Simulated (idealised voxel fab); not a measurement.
The process module presented herein is designated voxel capacitor over wiring.
Square cell edge 5 nm, section width 205 nm, ID cut.
Think of the cross-section as a grid of square cells. We describe it in bands, top to bottom, and each band covers one or more rows of those cells.
It is stipulated that each band's entry specify, in nanometres, the height of the top of the band and then that of its bottom, followed by the materials of the band in left-to-right sequence, each together with its width in nanometres. A single material marked by the word "all across" is understood to fill the band from edge to edge; the word "blank" is understood to denote empty space.
Below 0: as-received wafer, all one material; heights counted from there. Lowest band: no bottom, goes on down, written "top 0, no bottom".
Read "30->40" as a graded width: first number on top, second number at the bottom, same change between each pair of neighbouring rows.
"nothing was modified" after a step means that no cell of the cross-section changed.
The list in "Closed-off voids" covers empty spaces of 8 cells or more that cannot reach the top through any open way, and it gives each as width x height at distance; the distance is from the left edge, and width, height and distance are in nm.
Past the settings on a step's line: simulator remark, on that step.
For masked steps, "overlay nm" on the step line gives how far right of plan the mask actually lay; a minus sign means it lay to the left.
Below is the list of planned process steps:
step 1: RECEIVE with material Si
step 2: CONFORMAL_DEP with material SiO2, thk nm 10
step 3: CONFORMAL_DEP with material SiCN, thk nm 5
step 4: DIRECTIONAL_DEP with material lowk, thk nm 15
step 5: PATTERN with tone open, mask id METAL_1, material resist, width nm 25, pitch nm 95, thk nm 15, overlay nm 0
step 6: DIRECTIONAL_ETCH with etch materials lowk, depth nm 15
step 7: DIRECTIONAL_ETCH with etch materials SiCN, depth nm 5
step 8: STRIP with etch materials resist
step 9: CONFORMAL_DEP with material TiN, thk nm 5
step 10: FILL_DEP with material Cu, thk nm 5
step 11: CMP with height nm 30
step 12: EPI with material Ru, thk nm 5
step 13: FILL_DEP with material SiCN, thk nm 5
step 14: DIRECTIONAL_DEP with material lowk, thk nm 15
step 15: DIRECTIONAL_DEP with material aC, thk nm 15
step 16: PATTERN with tone open, mask id PLUG_1, material resist, width nm 15, thk nm 35, overlay nm 0
step 17: DIRECTIONAL_ETCH with etch materials aC, depth nm 15
step 18: STRIP with etch materials resist
step 19: DIRECTIONAL_ETCH with etch materials lowk, depth nm 15
step 20: DIRECTIONAL_ETCH with etch materials SiCN, depth nm 5
step 21: STRIP with etch materials aC
step 22: EPI with material Ru, thk nm 10
step 23: EPI with material Ru, thk nm 10
step 24: DIRECTIONAL_DEP with material TiN, thk nm 10
step 25: DIRECTIONAL_DEP with material Al2O3, thk nm 5
step 26: DIRECTIONAL_DEP with material TiN, thk nm 5
step 27: MASKED_ETCH with tone cover, mask id UPPER_PLATE, width nm 75, etch materials TiN, depth nm 5, overlay nm 0
step 28: MASKED_ETCH with tone cover, mask id UPPER_PLATE, width nm 75, etch materials Al2O3, depth nm 5, overlay nm 0
step 29: PATTERN with tone cover, mask id LOWER_PLATE, material resist, width nm 85, thk nm 20, overlay nm 0
step 30: DIRECTIONAL_ETCH with etch materials TiN, depth nm 10
step 31: STRIP with etch materials resist
step 32: FILL_DEP with material SiO2, thk nm 20
step 33: CMP with height nm 90
step 34: DIRECTIONAL_DEP with material aC, thk nm 10
step 35: PATTERN with tone open, mask id PLUG_2, material resist, width nm 15, thk nm 30, overlay nm 0
step 36: DIRECTIONAL_ETCH with etch materials aC, depth nm 10
step 37: STRIP with etch materials resist
step 38: DIRECTIONAL_ETCH with etch materials SiO2, depth nm 15
step 39: STRIP with etch materials aC
step 40: CONFORMAL_DEP with material TiN, thk nm 5
step 41: FILL_DEP with material Ru, thk nm 5
step 42: CMP with height nm 90
step 43: CONFORMAL_DEP with material SiN, thk nm 5
Of two wafers, the first: run according to plan:
Received-state cross-section, reflecting completion of step 1:
- top 0, no bottom = Si all across
- Closed-off voids: none
Upon completion of step 2, the wafer appears in cross-section as shown:
- top 10, bottom 0 = SiO2 all across
- Lower than 0, everything is as it was.
Upon completion of step 3, the wafer appears in cross-section as shown:
- top 15, bottom 10 = SiCN all across
- Lower than 10, everything is as it was.
Upon completion of step 4, the wafer appears in cross-section as shown:
- top 30, bottom 15 = lowk all across
- Lower than 15, everything is as it was.
Upon completion of step 5, the wafer appears in cross-section as shown:
- top 45, bottom 30 = 40 nm resist, then 25 nm blank, then 70 nm resist, then 25 nm blank, then 45 nm resist
- Lower than 30, everything is as it was.
Upon completion of step 6, the wafer appears in cross-section as shown:
- top 45, bottom 30 = 40 nm resist, then 25 nm blank, then 70 nm resist, then 25 nm blank, then 45 nm resist
- top 30, bottom 15 = 40 nm lowk, then 25 nm blank, then 70 nm lowk, then 25 nm blank, then 45 nm lowk
- Lower than 15, everything is as it was.
Upon completion of step 7, the wafer appears in cross-section as shown:
- top 45, bottom 30 = 40 nm resist, then 25 nm blank, then 70 nm resist, then 25 nm blank, then 45 nm resist
- top 30, bottom 15 = 40 nm lowk, then 25 nm blank, then 70 nm lowk, then 25 nm blank, then 45 nm lowk
- top 15, bottom 10 = 40 nm SiCN, then 25 nm blank, then 70 nm SiCN, then 25 nm blank, then 45 nm SiCN
- Lower than 10, everything is as it was.
Upon completion of step 8, the wafer appears in cross-section as shown:
- top 30, bottom 15 = 40 nm lowk, then 25 nm blank, then 70 nm lowk, then 25 nm blank, then 45 nm lowk
- Lower than 15, everything is as it was.
Upon completion of step 9, the wafer appears in cross-section as shown:
- top 35, bottom 30 = 45 nm TiN, then 15 nm blank, then 80 nm TiN, then 15 nm blank, then 50 nm TiN
- top 30, bottom 15 = 40 nm lowk, then 5 nm TiN, then 15 nm blank, then 5 nm TiN, then 70 nm lowk, then 5 nm TiN, then 15 nm blank, then 5 nm TiN, then 45 nm lowk
- top 15, bottom 10 = 40 nm SiCN, then 25 nm TiN, then 70 nm SiCN, then 25 nm TiN, then 45 nm SiCN
- Lower than 10, everything is as it was.
Upon completion of step 10, the wafer appears in cross-section as shown:
- top 40, bottom 35 = Cu all across
- top 35, bottom 30 = 45 nm TiN, then 15 nm Cu, then 80 nm TiN, then 15 nm Cu, then 50 nm TiN
- top 30, bottom 15 = 40 nm lowk, then 5 nm TiN, then 15 nm Cu, then 5 nm TiN, then 70 nm lowk, then 5 nm TiN, then 15 nm Cu, then 5 nm TiN, then 45 nm lowk
- Lower than 15, everything is as it was.
Upon completion of step 11, the wafer appears in cross-section as shown:
- top 30, bottom 15 = 40 nm lowk, then 5 nm TiN, then 15 nm Cu, then 5 nm TiN, then 70 nm lowk, then 5 nm TiN, then 15 nm Cu, then 5 nm TiN, then 45 nm lowk
- Lower than 15, everything is as it was.
Upon completion of step 12, the wafer appears in cross-section as shown:
- top 35, bottom 30 = 35 nm blank, then 35 nm Ru, then 60 nm blank, then 35 nm Ru, then 40 nm blank
- Lower than 30, everything is as it was.
Upon completion of step 13, the wafer appears in cross-section as shown:
- top 40, bottom 35 = SiCN all across
- top 35, bottom 30 = 35 nm SiCN, then 35 nm Ru, then 60 nm SiCN, then 35 nm Ru, then 40 nm SiCN
- Lower than 30, everything is as it was.
Upon completion of step 14, the wafer appears in cross-section as shown:
- top 55, bottom 40 = lowk all across
- Lower than 40, everything is as it was.
Upon completion of step 15, the wafer appears in cross-section as shown:
- top 70, bottom 55 = aC all across
- Lower than 55, everything is as it was.
Upon completion of step 16, the wafer appears in cross-section as shown:
- top 105, bottom 70 = 50 nm resist, then 15 nm blank, then 140 nm resist
- Lower than 70, everything is as it was.
Upon completion of step 17, the wafer appears in cross-section as shown:
- top 90, bottom 70 = 50 nm resist, then 15 nm blank, then 140 nm resist
- top 70, bottom 55 = 50 nm aC, then 15 nm blank, then 140 nm aC
- Lower than 55, everything is as it was.
Upon completion of step 18, the wafer appears in cross-section as shown:
- top 70, bottom 55 = 50 nm aC, then 15 nm blank, then 140 nm aC
- Lower than 55, everything is as it was.
Upon completion of step 19, the wafer appears in cross-section as shown:
- top 70, bottom 55 = 50 nm aC, then 15 nm blank, then 140 nm aC
- top 55, bottom 40 = 50 nm lowk, then 15 nm blank, then 140 nm lowk
- Lower than 40, everything is as it was.
Upon completion of step 20, the wafer appears in cross-section as shown:
- top 70, bottom 55 = 50 nm aC, then 15 nm blank, then 140 nm aC
- top 55, bottom 40 = 50 nm lowk, then 15 nm blank, then 140 nm lowk
- top 40, bottom 35 = 50 nm SiCN, then 15 nm blank, then 140 nm SiCN
- Lower than 35, everything is as it was.
Upon completion of step 21, the wafer appears in cross-section as shown:
- top 55, bottom 40 = 50 nm lowk, then 15 nm blank, then 140 nm lowk
- Lower than 40, everything is as it was.
Upon completion of step 22, the wafer appears in cross-section as shown:
- top 55, bottom 45 = 50 nm lowk, then 15 nm blank, then 140 nm lowk
- top 45, bottom 40 = 50 nm lowk, then 15 nm Ru, then 140 nm lowk
- top 40, bottom 35 = 50 nm SiCN, then 15 nm Ru, then 140 nm SiCN
- Lower than 35, everything is as it was.
Upon completion of step 23, the wafer appears in cross-section as shown:
- top 55, bottom 40 = 50 nm lowk, then 15 nm Ru, then 140 nm lowk
- Lower than 40, everything is as it was.
Upon completion of step 24, the wafer appears in cross-section as shown:
- top 65, bottom 55 = TiN all across
- Lower than 55, everything is as it was.
Upon completion of step 25, the wafer appears in cross-section as shown:
- top 70, bottom 65 = Al2O3 all across
- Lower than 65, everything is as it was.
Upon completion of step 26, the wafer appears in cross-section as shown:
- top 75, bottom 70 = TiN all across
- Lower than 70, everything is as it was.
Upon completion of step 27, the wafer appears in cross-section as shown:
- top 75, bottom 70 = 50 nm blank, then 75 nm TiN, then 80 nm blank
- Lower than 70, everything is as it was.
Upon completion of step 28, the wafer appears in cross-section as shown:
- top 75, bottom 70 = 50 nm blank, then 75 nm TiN, then 80 nm blank
- top 70, bottom 65 = 50 nm blank, then 75 nm Al2O3, then 80 nm blank
- Lower than 65, everything is as it was.
Upon completion of step 29, the wafer appears in cross-section as shown:
- top 95, bottom 75 = 45 nm blank, then 85 nm resist, then 75 nm blank
- top 75, bottom 70 = 45 nm blank, then 5 nm resist, then 75 nm TiN, then 5 nm resist, then 75 nm blank
- top 70, bottom 65 = 45 nm blank, then 5 nm resist, then 75 nm Al2O3, then 5 nm resist, then 75 nm blank
- Lower than 65, everything is as it was.
Upon completion of step 30, the wafer appears in cross-section as shown:
- top 95, bottom 75 = 45 nm blank, then 85 nm resist, then 75 nm blank
- top 75, bottom 70 = 45 nm blank, then 5 nm resist, then 75 nm TiN, then 5 nm resist, then 75 nm blank
- top 70, bottom 65 = 45 nm blank, then 5 nm resist, then 75 nm Al2O3, then 5 nm resist, then 75 nm blank
- top 65, bottom 55 = 45 nm blank, then 85 nm TiN, then 75 nm blank
- Lower than 55, everything is as it was.
Upon completion of step 31, the wafer appears in cross-section as shown:
- top 75, bottom 70 = 50 nm blank, then 75 nm TiN, then 80 nm blank
- top 70, bottom 65 = 50 nm blank, then 75 nm Al2O3, then 80 nm blank
- Lower than 65, everything is as it was.
Upon completion of step 32, the wafer appears in cross-section as shown:
- top 95, bottom 75 = SiO2 all across
- top 75, bottom 70 = 50 nm SiO2, then 75 nm TiN, then 80 nm SiO2
- top 70, bottom 65 = 50 nm SiO2, then 75 nm Al2O3, then 80 nm SiO2
- top 65, bottom 55 = 45 nm SiO2, then 85 nm TiN, then 75 nm SiO2
- Lower than 55, everything is as it was.
Upon completion of step 33, the wafer appears in cross-section as shown:
- top 90, bottom 75 = SiO2 all across
- Lower than 75, everything is as it was.
Upon completion of step 34, the wafer appears in cross-section as shown:
- top 100, bottom 90 = aC all across
- Lower than 90, everything is as it was.
Upon completion of step 35, the wafer appears in cross-section as shown:
- top 130, bottom 100 = 60 nm resist, then 15 nm blank, then 130 nm resist
- Lower than 100, everything is as it was.
Upon completion of step 36, the wafer appears in cross-section as shown:
- top 120, bottom 100 = 60 nm resist, then 15 nm blank, then 130 nm resist
- top 100, bottom 90 = 60 nm aC, then 15 nm blank, then 130 nm aC
- Lower than 90, everything is as it was.
Upon completion of step 37, the wafer appears in cross-section as shown:
- top 100, bottom 90 = 60 nm aC, then 15 nm blank, then 130 nm aC
- Lower than 90, everything is as it was.
Upon completion of step 38, the wafer appears in cross-section as shown:
- top 100, bottom 90 = 60 nm aC, then 15 nm blank, then 130 nm aC
- top 90, bottom 75 = 60 nm SiO2, then 15 nm blank, then 130 nm SiO2
- Lower than 75, everything is as it was.
Upon completion of step 39, the wafer appears in cross-section as shown:
- top 90, bottom 75 = 60 nm SiO2, then 15 nm blank, then 130 nm SiO2
- Lower than 75, everything is as it was.
Upon completion of step 40, the wafer appears in cross-section as shown:
- top 95, bottom 90 = 65 nm TiN, then 5 nm blank, then 135 nm TiN
- top 90, bottom 80 = 60 nm SiO2, then 5 nm TiN, then 5 nm blank, then 5 nm TiN, then 130 nm SiO2
- top 80, bottom 70 = 60->50 nm SiO2, then 15->75 nm TiN, then 130->80 nm SiO2
- Lower than 70, everything is as it was.
Upon completion of step 41, the wafer appears in cross-section as shown:
- top 100, bottom 95 = Ru all across
- top 95, bottom 90 = 65 nm TiN, then 5 nm Ru, then 135 nm TiN
- top 90, bottom 80 = 60 nm SiO2, then 5 nm TiN, then 5 nm Ru, then 5 nm TiN, then 130 nm SiO2
- Lower than 80, everything is as it was.
Upon completion of step 42, the wafer appears in cross-section as shown:
- top 90, bottom 80 = 60 nm SiO2, then 5 nm TiN, then 5 nm Ru, then 5 nm TiN, then 130 nm SiO2
- Lower than 80, everything is as it was.
Upon completion of step 43, the wafer appears in cross-section as shown:
- top 95, bottom 90 = SiN all across
- Lower than 90, everything is as it was.
Second Wafer (Identical Start and Plan, One Processing Error; Matches First Wafer Through Step 1):
Second wafer, cut view, end of step 2 per plan:
- top 10, bottom 0 = SiCN all across
- Lower than 0, everything is as it was.
Second wafer, cut view, end of step 3 per plan:
- top 15, bottom 0 = SiCN all across
- Lower than 0, everything is as it was.
Second wafer, cut view, end of step 4 per plan:
- top 30, bottom 15 = lowk all across
- Lower than 15, everything is as it was.
Second wafer, cut view, end of step 5 per plan:
- top 45, bottom 30 = 40 nm resist, then 25 nm blank, then 70 nm resist, then 25 nm blank, then 45 nm resist
- Lower than 30, everything is as it was.
Second wafer, cut view, end of step 6 per plan:
- top 45, bottom 30 = 40 nm resist, then 25 nm blank, then 70 nm resist, then 25 nm blank, then 45 nm resist
- top 30, bottom 15 = 40 nm lowk, then 25 nm blank, then 70 nm lowk, then 25 nm blank, then 45 nm lowk
- Lower than 15, everything is as it was.
Second wafer, cut view, end of step 7 per plan:
- top 45, bottom 30 = 40 nm resist, then 25 nm blank, then 70 nm resist, then 25 nm blank, then 45 nm resist
- top 30, bottom 15 = 40 nm lowk, then 25 nm blank, then 70 nm lowk, then 25 nm blank, then 45 nm lowk
- top 15, bottom 10 = 40 nm SiCN, then 25 nm blank, then 70 nm SiCN, then 25 nm blank, then 45 nm SiCN
- Lower than 10, everything is as it was.
Second wafer, cut view, end of step 8 per plan:
- top 30, bottom 15 = 40 nm lowk, then 25 nm blank, then 70 nm lowk, then 25 nm blank, then 45 nm lowk
- Lower than 15, everything is as it was.
Second wafer, cut view, end of step 9 per plan:
- top 35, bottom 30 = 45 nm TiN, then 15 nm blank, then 80 nm TiN, then 15 nm blank, then 50 nm TiN
- top 30, bottom 15 = 40 nm lowk, then 5 nm TiN, then 15 nm blank, then 5 nm TiN, then 70 nm lowk, then 5 nm TiN, then 15 nm blank, then 5 nm TiN, then 45 nm lowk
- top 15, bottom 10 = 40 nm SiCN, then 25 nm TiN, then 70 nm SiCN, then 25 nm TiN, then 45 nm SiCN
- Lower than 10, everything is as it was.
Second wafer, cut view, end of step 10 per plan:
- top 40, bottom 35 = Cu all across
- top 35, bottom 30 = 45 nm TiN, then 15 nm Cu, then 80 nm TiN, then 15 nm Cu, then 50 nm TiN
- top 30, bottom 15 = 40 nm lowk, then 5 nm TiN, then 15 nm Cu, then 5 nm TiN, then 70 nm lowk, then 5 nm TiN, then 15 nm Cu, then 5 nm TiN, then 45 nm lowk
- Lower than 15, everything is as it was.
Second wafer, cut view, end of step 11 per plan:
- top 30, bottom 15 = 40 nm lowk, then 5 nm TiN, then 15 nm Cu, then 5 nm TiN, then 70 nm lowk, then 5 nm TiN, then 15 nm Cu, then 5 nm TiN, then 45 nm lowk
- Lower than 15, everything is as it was.
Second wafer, cut view, end of step 12 per plan:
- top 35, bottom 30 = 35 nm blank, then 35 nm Ru, then 60 nm blank, then 35 nm Ru, then 40 nm blank
- Lower than 30, everything is as it was.
Second wafer, cut view, end of step 13 per plan:
- top 40, bottom 35 = SiCN all across
- top 35, bottom 30 = 35 nm SiCN, then 35 nm Ru, then 60 nm SiCN, then 35 nm Ru, then 40 nm SiCN
- Lower than 30, everything is as it was.
Second wafer, cut view, end of step 14 per plan:
- top 55, bottom 40 = lowk all across
- Lower than 40, everything is as it was.
Second wafer, cut view, end of step 15 per plan:
- top 70, bottom 55 = aC all across
- Lower than 55, everything is as it was.
Second wafer, cut view, end of step 16 per plan:
- top 105, bottom 70 = 50 nm resist, then 15 nm blank, then 140 nm resist
- Lower than 70, everything is as it was.
Second wafer, cut view, end of step 17 per plan:
- top 90, bottom 70 = 50 nm resist, then 15 nm blank, then 140 nm resist
- top 70, bottom 55 = 50 nm aC, then 15 nm blank, then 140 nm aC
- Lower than 55, everything is as it was.
Second wafer, cut view, end of step 18 per plan:
- top 70, bottom 55 = 50 nm aC, then 15 nm blank, then 140 nm aC
- Lower than 55, everything is as it was.
Second wafer, cut view, end of step 19 per plan:
- top 70, bottom 55 = 50 nm aC, then 15 nm blank, then 140 nm aC
- top 55, bottom 40 = 50 nm lowk, then 15 nm blank, then 140 nm lowk
- Lower than 40, everything is as it was.
Second wafer, cut view, end of step 20 per plan:
- top 70, bottom 55 = 50 nm aC, then 15 nm blank, then 140 nm aC
- top 55, bottom 40 = 50 nm lowk, then 15 nm blank, then 140 nm lowk
- top 40, bottom 35 = 50 nm SiCN, then 15 nm blank, then 140 nm SiCN
- Lower than 35, everything is as it was.
Second wafer, cut view, end of step 21 per plan:
- top 55, bottom 40 = 50 nm lowk, then 15 nm blank, then 140 nm lowk
- Lower than 40, everything is as it was.
Second wafer, cut view, end of step 22 per plan:
- top 55, bottom 45 = 50 nm lowk, then 15 nm blank, then 140 nm lowk
- top 45, bottom 40 = 50 nm lowk, then 15 nm Ru, then 140 nm lowk
- top 40, bottom 35 = 50 nm SiCN, then 15 nm Ru, then 140 nm SiCN
- Lower than 35, everything is as it was.
Second wafer, cut view, end of step 23 per plan:
- top 55, bottom 40 = 50 nm lowk, then 15 nm Ru, then 140 nm lowk
- Lower than 40, everything is as it was.
Second wafer, cut view, end of step 24 per plan:
- top 65, bottom 55 = TiN all across
- Lower than 55, everything is as it was.
Second wafer, cut view, end of step 25 per plan:
- top 70, bottom 65 = Al2O3 all across
- Lower than 65, everything is as it was.
Second wafer, cut view, end of step 26 per plan:
- top 75, bottom 70 = TiN all across
- Lower than 70, everything is as it was.
Second wafer, cut view, end of step 27 per plan:
- top 75, bottom 70 = 50 nm blank, then 75 nm TiN, then 80 nm blank
- Lower than 70, everything is as it was.
Second wafer, cut view, end of step 28 per plan:
- top 75, bottom 70 = 50 nm blank, then 75 nm TiN, then 80 nm blank
- top 70, bottom 65 = 50 nm blank, then 75 nm Al2O3, then 80 nm blank
- Lower than 65, everything is as it was.
Second wafer, cut view, end of step 29 per plan:
- top 95, bottom 75 = 45 nm blank, then 85 nm resist, then 75 nm blank
- top 75, bottom 70 = 45 nm blank, then 5 nm resist, then 75 nm TiN, then 5 nm resist, then 75 nm blank
- top 70, bottom 65 = 45 nm blank, then 5 nm resist, then 75 nm Al2O3, then 5 nm resist, then 75 nm blank
- Lower than 65, everything is as it was.
Second wafer, cut view, end of step 30 per plan:
- top 95, bottom 75 = 45 nm blank, then 85 nm resist, then 75 nm blank
- top 75, bottom 70 = 45 nm blank, then 5 nm resist, then 75 nm TiN, then 5 nm resist, then 75 nm blank
- top 70, bottom 65 = 45 nm blank, then 5 nm resist, then 75 nm Al2O3, then 5 nm resist, then 75 nm blank
- top 65, bottom 55 = 45 nm blank, then 85 nm TiN, then 75 nm blank
- Lower than 55, everything is as it was.
Second wafer, cut view, end of step 31 per plan:
- top 75, bottom 70 = 50 nm blank, then 75 nm TiN, then 80 nm blank
- top 70, bottom 65 = 50 nm blank, then 75 nm Al2O3, then 80 nm blank
- Lower than 65, everything is as it was.
Second wafer, cut view, end of step 32 per plan:
- top 95, bottom 75 = SiO2 all across
- top 75, bottom 70 = 50 nm SiO2, then 75 nm TiN, then 80 nm SiO2
- top 70, bottom 65 = 50 nm SiO2, then 75 nm Al2O3, then 80 nm SiO2
- top 65, bottom 55 = 45 nm SiO2, then 85 nm TiN, then 75 nm SiO2
- Lower than 55, everything is as it was.
Second wafer, cut view, end of step 33 per plan:
- top 90, bottom 75 = SiO2 all across
- Lower than 75, everything is as it was.
Second wafer, cut view, end of step 34 per plan:
- top 100, bottom 90 = aC all across
- Lower than 90, everything is as it was.
Second wafer, cut view, end of step 35 per plan:
- top 130, bottom 100 = 60 nm resist, then 15 nm blank, then 130 nm resist
- Lower than 100, everything is as it was.
Second wafer, cut view, end of step 36 per plan:
- top 120, bottom 100 = 60 nm resist, then 15 nm blank, then 130 nm resist
- top 100, bottom 90 = 60 nm aC, then 15 nm blank, then 130 nm aC
- Lower than 90, everything is as it was.
Second wafer, cut view, end of step 37 per plan:
- top 100, bottom 90 = 60 nm aC, then 15 nm blank, then 130 nm aC
- Lower than 90, everything is as it was.
Second wafer, cut view, end of step 38 per plan:
- top 100, bottom 90 = 60 nm aC, then 15 nm blank, then 130 nm aC
- top 90, bottom 75 = 60 nm SiO2, then 15 nm blank, then 130 nm SiO2
- Lower than 75, everything is as it was.
Second wafer, cut view, end of step 39 per plan:
- top 90, bottom 75 = 60 nm SiO2, then 15 nm blank, then 130 nm SiO2
- Lower than 75, everything is as it was.
Second wafer, cut view, end of step 40 per plan:
- top 95, bottom 90 = 65 nm TiN, then 5 nm blank, then 135 nm TiN
- top 90, bottom 80 = 60 nm SiO2, then 5 nm TiN, then 5 nm blank, then 5 nm TiN, then 130 nm SiO2
- top 80, bottom 70 = 60->50 nm SiO2, then 15->75 nm TiN, then 130->80 nm SiO2
- Lower than 70, everything is as it was.
Second wafer, cut view, end of step 41 per plan:
- top 100, bottom 95 = Ru all across
- top 95, bottom 90 = 65 nm TiN, then 5 nm Ru, then 135 nm TiN
- top 90, bottom 80 = 60 nm SiO2, then 5 nm TiN, then 5 nm Ru, then 5 nm TiN, then 130 nm SiO2
- Lower than 80, everything is as it was.
Second wafer, cut view, end of step 42 per plan:
- top 90, bottom 80 = 60 nm SiO2, then 5 nm TiN, then 5 nm Ru, then 5 nm TiN, then 130 nm SiO2
- Lower than 80, everything is as it was.
Second wafer, cut view, end of step 43 per plan:
- top 95, bottom 90 = SiN all across
- Lower than 90, everything is as it was.
It is concluded that the wafer was processed incorrectly with respect to the plan, in that it should be noted that step 2 was executed with settings other than those planned, the operation and settings actually applied being CONFORMAL_DEP with material SiCN, thk nm 10
Final cells, second wafer relative to first, materials higher or lower: SiCN +82; SiO2 -82
